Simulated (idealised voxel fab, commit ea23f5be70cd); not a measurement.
Process module name: voxel plated lines
In the cross-section labelled cut, the width is 230 nm and each square cell is 5 nm.
When this document writes out a cross-section, it uses a grid of square cells and lists it as bands, beginning at the top and moving down, with a band standing for one or more rows of cells. For a band, the entry starts with two heights in nm, that of the top and then that of the bottom, and carries on with the band's materials in order from left to right, each alongside its width in nm; the word "full width" beside a single material means it fills the band edge to edge, and "air" means empty space. Heights are measured from 0, the level below which the as-received wafer is all one material; the lowest band has no bottom and continues downward, written as in "top 0, no bottom". Read "30->40" as a graded width: first number on top, second number at the bottom, same change between each pair of neighbouring rows. For the purposes of this document, the phrase "remained unchanged" attached to a step denotes that no cell within the cross-section was modified by that step. Look at "Enclosed void inventory" for the closed voids: empty spaces with no open path to the top, sized 8 cells or up. Each is width x height at distance, distance from the left edge, all nm. Read whatever lies past the settings on a step's line as the simulator's own remark about the step. overlay nm: mask offset rightward from planned place, masked step; negative means leftward offset.
The following list gives the planned process steps:
1) RECEIVE with material Si
2) CONFORMAL_DEP with material Al2O3, thk nm 5
3) DIRECTIONAL_DEP with material TiN, thk nm 5
4) PATTERN with tone open, mask id LINES, material resist, width nm 20, pitch nm 50, thk nm 25, overlay nm 0
5) EPI with material Ru, thk nm 5
6) EPI with material Ru, thk nm 10
7) STRIP with etch materials resist
8) DIRECTIONAL_ETCH with etch materials TiN, depth nm 5
9) CONFORMAL_DEP with material SiN, thk nm 5
Wafer at receipt (post step 1), cross-section:
	top 0, no bottom: Si full width
	Enclosed void inventory: none
Starting wafer: above. Plan: above. Run: one mistake. Cross-section after the module: below:
	top 40, bottom 25: air=40; SiN=150; air=40
	top 25, bottom 20: air=40; SiN=15; Ru=20; SiN=30; Ru=20; SiN=30; Ru=20; SiN=15; air=40
	top 20, bottom 10: SiN=55; Ru=20; SiN=30; Ru=20; SiN=30; Ru=20; SiN=55
	top 10, bottom 5: SiN=55; TiN=20; SiN=30; TiN=20; SiN=30; TiN=20; SiN=55
	top 5, bottom 0: Al2O3 full width
	top 0, no bottom: Si full width
	Enclosed void inventory: none
Diagnosis: step 9 was processed under conditions differing from the plan, specifically as CONFORMAL_DEP with material SiN, thk nm 15
